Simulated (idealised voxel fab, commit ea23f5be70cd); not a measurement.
The following process module bears the name voxel gate over fins.
Square cells of 5 nm make up the cross-section cut, whose width is 165 nm.
If you're reading a cross-section in this doc, picture square cells in a grid; it comes to you as bands, top ones listed first down to the bottom, and a band can be one or more rows of cells. Band: top height; bottom height; in nm. Then, left to right: material with width in nm, for each material. "everywhere": a single material spanning edge to edge. "blank": empty space. Ref level 0: as-received wafer is one material below here. Bottom band extends down with no lower bound ("0 nm and below"). A two-number width, for instance "30 to 40", indicates that the width is equal to the first number in the top row of the band and to the second number in the bottom row, and that it changes by a constant amount per row of cells. "nothing was modified", as given for a step, is the statement that not any cell of the cross-section underwent a change during that step. This entry, "Catalogued sealed voids", enumerates those empty regions of no fewer than 8 cells that possess no open connection to the top. Each region is reported in the form width x height at distance, the distance being taken from the left edge, with all three quantities expressed in nm. Step line, after settings: the simulator's comment on this step. overlay nm: for a step with a mask, the amount by which the mask lay right of where it was planned; a negative amount means left of it.

Here's what the planned process steps look like:
1,RECEIVE (material Si)
2,CONFORMAL_DEP (material SiN; thk nm 5)
3,MASKED_ETCH (tone cover; mask id FINS; width nm 15; pitch nm 40; etch materials SiN; depth nm 5; overlay nm 0)
4,MASKED_ETCH (tone cover; mask id FINS; width nm 15; pitch nm 40; etch materials Si; depth nm 30; overlay nm 0)
5,OXIDIZE (depth nm 5)
6,FILL_DEP (material SiO2; thk nm 10)
7,CMP (height nm 5)
8,SELECTIVE_ETCH (etch materials SiO2; depth nm 15)
9,STRIP (etch materials SiN)
10,CONFORMAL_DEP (material HfO2; thk nm 5)
11,CONFORMAL_DEP (material TiN; thk nm 5)
12,CONFORMAL_DEP (material TiAl; thk nm 5)
13,CONFORMAL_DEP (material TiN; thk nm 5)
14,FILL_DEP (material W; thk nm 10)
15,CMP (height nm 25)
16,CONFORMAL_DEP (material SiN; thk nm 10)

The following pertains to the first of two wafers, which was processed as planned:

Cross-section of the wafer upon arrival, representing the state reached after step 1:
* 0 nm and below  Si everywhere
* Catalogued sealed voids: none

The wafer in cross-section once step 2 is complete:
* 5 nm to 0 nm  SiN everywhere
* For the remainder of the cross-section, below 0, there is no change.

The wafer in cross-section once step 3 is complete:
* 5 nm to 0 nm  blank: 35  SiN: 15  blank: 25  SiN: 15  blank: 25  SiN: 15  blank: 35
* For the remainder of the cross-section, below 0, there is no change.

The wafer in cross-section once step 4 is complete:
* 5 nm to 0 nm  blank: 35  SiN: 15  blank: 25  SiN: 15  blank: 25  SiN: 15  blank: 35
* 0 nm to -30 nm  blank: 35  Si: 15  blank: 25  Si: 15  blank: 25  Si: 15  blank: 35
* For the remainder of the cross-section, below -30, there is no change.

The wafer in cross-section once step 5 is complete:
* 5 nm to 0 nm  blank: 35  SiN: 15  blank: 25  SiN: 15  blank: 25  SiN: 15  blank: 35
* 0 nm to -30 nm  blank: 35  SiO2: 5  Si: 5  SiO2: 5  blank: 25  SiO2: 5  Si: 5  SiO2: 5  blank: 25  SiO2: 5  Si: 5  SiO2: 5  blank: 35
* -30 nm to -35 nm  SiO2: 40  Si: 5  SiO2: 35  Si: 5  SiO2: 35  Si: 5  SiO2: 40
* For the remainder of the cross-section, below -35, there is no change.

The wafer in cross-section once step 6 is complete:
* 15 nm to 5 nm  SiO2 everywhere
* 5 nm to 0 nm  SiO2: 35  SiN: 15  SiO2: 25  SiN: 15  SiO2: 25  SiN: 15  SiO2: 35
* 0 nm to -35 nm  SiO2: 40  Si: 5  SiO2: 35  Si: 5  SiO2: 35  Si: 5  SiO2: 40
* For the remainder of the cross-section, below -35, there is no change.

The wafer in cross-section once step 7 is complete:
* 5 nm to 0 nm  SiO2: 35  SiN: 15  SiO2: 25  SiN: 15  SiO2: 25  SiN: 15  SiO2: 35
* For the remainder of the cross-section, below 0, there is no change.

The wafer in cross-section once step 8 is complete:
* 5 nm to 0 nm  blank: 35  SiN: 15  blank: 25  SiN: 15  blank: 25  SiN: 15  blank: 35
* 0 nm to -10 nm  blank: 40  Si: 5  blank: 35  Si: 5  blank: 35  Si: 5  blank: 40
* For the remainder of the cross-section, below -10, there is no change.

The wafer in cross-section once step 9 is complete:
* 0 nm to -10 nm  blank: 40  Si: 5  blank: 35  Si: 5  blank: 35  Si: 5  blank: 40
* For the remainder of the cross-section, below -10, there is no change.

The wafer in cross-section once step 10 is complete:
* 5 nm to 0 nm  blank: 35  HfO2: 15  blank: 25  HfO2: 15  blank: 25  HfO2: 15  blank: 35
* 0 nm to -5 nm  blank: 35  HfO2: 5  Si: 5  HfO2: 5  blank: 25  HfO2: 5  Si: 5  HfO2: 5  blank: 25  HfO2: 5  Si: 5  HfO2: 5  blank: 35
* -5 nm to -10 nm  HfO2: 40  Si: 5  HfO2: 35  Si: 5  HfO2: 35  Si: 5  HfO2: 40
* For the remainder of the cross-section, below -10, there is no change.

The wafer in cross-section once step 11 is complete:
* 10 nm to 5 nm  blank: 30  TiN: 25  blank: 15  TiN: 25  blank: 15  TiN: 25  blank: 30
* 5 nm to 0 nm  blank: 30  TiN: 5  HfO2: 15  TiN: 5  blank: 15  TiN: 5  HfO2: 15  TiN: 5  blank: 15  TiN: 5  HfO2: 15  TiN: 5  blank: 30
* 0 nm to -5 nm  TiN: 35  HfO2: 5  Si: 5  HfO2: 5  TiN: 25  HfO2: 5  Si: 5  HfO2: 5  TiN: 25  HfO2: 5  Si: 5  HfO2: 5  TiN: 35
* For the remainder of the cross-section, below -5, there is no change.

The wafer in cross-section once step 12 is complete:
* 15 nm to 10 nm  blank: 25  TiAl: 35  blank: 5  TiAl: 35  blank: 5  TiAl: 35  blank: 25
* 10 nm to 5 nm  blank: 25  TiAl: 5  TiN: 25  TiAl: 5  blank: 5  TiAl: 5  TiN: 25  TiAl: 5  blank: 5  TiAl: 5  TiN: 25  TiAl: 5  blank: 25
* 5 nm to 0 nm  TiAl: 30  TiN: 5  HfO2: 15  TiN: 5  TiAl: 15  TiN: 5  HfO2: 15  TiN: 5  TiAl: 15  TiN: 5  HfO2: 15  TiN: 5  TiAl: 30
* For the remainder of the cross-section, below 0, there is no change.

The wafer in cross-section once step 13 is complete:
* 20 nm to 15 nm  blank: 20  TiN: 125  blank: 20
* 15 nm to 10 nm  blank: 20  TiN: 5  TiAl: 35  TiN: 5  TiAl: 35  TiN: 5  TiAl: 35  TiN: 5  blank: 20
* 10 nm to 5 nm  TiN: 25  TiAl: 5  TiN: 25  TiAl: 5  TiN: 5  TiAl: 5  TiN: 25  TiAl: 5  TiN: 5  TiAl: 5  TiN: 25  TiAl: 5  TiN: 25
* For the remainder of the cross-section, below 5, there is no change.

The wafer in cross-section once step 14 is complete:
* 30 nm to 20 nm  W everywhere
* 20 nm to 15 nm  W: 20  TiN: 125  W: 20
* 15 nm to 10 nm  W: 20  TiN: 5  TiAl: 35  TiN: 5  TiAl: 35  TiN: 5  TiAl: 35  TiN: 5  W: 20
* For the remainder of the cross-section, below 10, there is no change.

The wafer in cross-section once step 15 is complete:
* 25 nm to 20 nm  W everywhere
* For the remainder of the cross-section, below 20, there is no change.

The wafer in cross-section once step 16 is complete:
* 35 nm to 25 nm  SiN everywhere
* For the remainder of the cross-section, below 25, there is no change.

second wafer: like start, like plan, one mistake. Through step 3 it matches the first wafer:

Second wafer, section view, time point: scheduled end of step 4:
* 5 nm to 0 nm  blank: 35  SiN: 15  blank: 25  SiN: 15  blank: 25  SiN: 15  blank: 35
* 0 nm to -30 nm  blank: 25  Si: 25  blank: 15  Si: 25  blank: 15  Si: 25  blank: 35
* For the remainder of the cross-section, below -30, there is no change.

Second wafer, section view, time point: scheduled end of step 5:
* 5 nm to 0 nm  blank: 35  SiN: 15  blank: 25  SiN: 15  blank: 25  SiN: 15  blank: 35
* 0 nm to -5 nm  blank: 25  SiO2: 15  Si: 5  SiO2: 5  blank: 15  SiO2: 15  Si: 5  SiO2: 5  blank: 15  SiO2: 15  Si: 5  SiO2: 5  blank: 35
* -5 nm to -30 nm  blank: 25  SiO2: 5  Si: 15  SiO2: 5  blank: 15  SiO2: 5  Si: 15  SiO2: 5  blank: 15  SiO2: 5  Si: 15  SiO2: 5  blank: 35
* -30 nm to -35 nm  SiO2: 30  Si: 15  SiO2: 25  Si: 15  SiO2: 25  Si: 15  SiO2: 40
* For the remainder of the cross-section, below -35, there is no change.

Second wafer, section view, time point: scheduled end of step 6:
* 15 nm to 5 nm  SiO2 everywhere
* 5 nm to 0 nm  SiO2: 35  SiN: 15  SiO2: 25  SiN: 15  SiO2: 25  SiN: 15  SiO2: 35
* 0 nm to -5 nm  SiO2: 40  Si: 5  SiO2: 35  Si: 5  SiO2: 35  Si: 5  SiO2: 40
* -5 nm to -35 nm  SiO2: 30  Si: 15  SiO2: 25  Si: 15  SiO2: 25  Si: 15  SiO2: 40
* For the remainder of the cross-section, below -35, there is no change.

Second wafer, section view, time point: scheduled end of step 7:
* 5 nm to 0 nm  SiO2: 35  SiN: 15  SiO2: 25  SiN: 15  SiO2: 25  SiN: 15  SiO2: 35
* For the remainder of the cross-section, below 0, there is no change.

Second wafer, section view, time point: scheduled end of step 8:
* 5 nm to 0 nm  blank: 35  SiN: 15  blank: 25  SiN: 15  blank: 25  SiN: 15  blank: 35
* 0 nm to -10 nm  blank: 40 to 30  Si: 5 to 15  blank: 35 to 25  Si: 5 to 15  blank: 35 to 25  Si: 5 to 15  blank: 40
* For the remainder of the cross-section, below -10, there is no change.

Second wafer, section view, time point: scheduled end of step 9:
* 0 nm to -10 nm  blank: 40 to 30  Si: 5 to 15  blank: 35 to 25  Si: 5 to 15  blank: 35 to 25  Si: 5 to 15  blank: 40
* For the remainder of the cross-section, below -10, there is no change.

Second wafer, section view, time point: scheduled end of step 10:
* 5 nm to 0 nm  blank: 35  HfO2: 15  blank: 25  HfO2: 15  blank: 25  HfO2: 15  blank: 35
* 0 nm to -5 nm  blank: 25  HfO2: 15  Si: 5  HfO2: 5  blank: 15  HfO2: 15  Si: 5  HfO2: 5  blank: 15  HfO2: 15  Si: 5  HfO2: 5  blank: 35
* -5 nm to -10 nm  HfO2: 30  Si: 15  HfO2: 25  Si: 15  HfO2: 25  Si: 15  HfO2: 40
* For the remainder of the cross-section, below -10, there is no change.

Second wafer, section view, time point: scheduled end of step 11:
* 10 nm to 5 nm  blank: 30  TiN: 25  blank: 15  TiN: 25  blank: 15  TiN: 25  blank: 30
* 5 nm to 0 nm  blank: 20  TiN: 15  HfO2: 15  TiN: 5  blank: 5  TiN: 15  HfO2: 15  TiN: 5  blank: 5  TiN: 15  HfO2: 15  TiN: 5  blank: 30
* 0 nm to -5 nm  TiN: 25  HfO2: 15  Si: 5  HfO2: 5  TiN: 15  HfO2: 15  Si: 5  HfO2: 5  TiN: 15  HfO2: 15  Si: 5  HfO2: 5  TiN: 35
* For the remainder of the cross-section, below -5, there is no change.

Second wafer, section view, time point: scheduled end of step 12:
* 15 nm to 10 nm  blank: 25  TiAl: 35  blank: 5  TiAl: 35  blank: 5  TiAl: 35  blank: 25
* 10 nm to 5 nm  blank: 15  TiAl: 15  TiN: 25  TiAl: 15  TiN: 25  TiAl: 15  TiN: 25  TiAl: 5  blank: 25
* 5 nm to 0 nm  TiAl: 20  TiN: 15  HfO2: 15  TiN: 5  TiAl: 5  TiN: 15  HfO2: 15  TiN: 5  TiAl: 5  TiN: 15  HfO2: 15  TiN: 5  TiAl: 30
* For the remainder of the cross-section, below 0, there is no change.

Second wafer, section view, time point: scheduled end of step 13:
* 20 nm to 15 nm  blank: 20  TiN: 125  blank: 20
* 15 nm to 10 nm  blank: 10  TiN: 15  TiAl: 35  TiN: 5  TiAl: 35  TiN: 5  TiAl: 35  TiN: 5  blank: 20
* 10 nm to 5 nm  TiN: 15  TiAl: 15  TiN: 25  TiAl: 15  TiN: 25  TiAl: 15  TiN: 25  TiAl: 5  TiN: 25
* For the remainder of the cross-section, below 5, there is no change.

Second wafer, section view, time point: scheduled end of step 14:
* 30 nm to 20 nm  W everywhere
* 20 nm to 15 nm  W: 20  TiN: 125  W: 20
* 15 nm to 10 nm  W: 10  TiN: 15  TiAl: 35  TiN: 5  TiAl: 35  TiN: 5  TiAl: 35  TiN: 5  W: 20
* For the remainder of the cross-section, below 10, there is no change.

Second wafer, section view, time point: scheduled end of step 15:
* 25 nm to 20 nm  W everywhere
* For the remainder of the cross-section, below 20, there is no change.

Second wafer, section view, time point: scheduled end of step 16:
* 35 nm to 25 nm  SiN everywhere
* For the remainder of the cross-section, below 25, there is no change.
What was done differently from what was planned? rather than as planned, step 4 actually ran as MASKED_ETCH (tone cover; mask id FINS; width nm 15; pitch nm 40; etch materials Si; depth nm 30; overlay nm -10)
Bottom line after processing is that, in cells, the second wafer is up or down on some materials versus the first: 36 more of Si; 30 fewer of SiO2; 2 fewer of TiAl; 2 fewer of TiN; 2 fewer of W
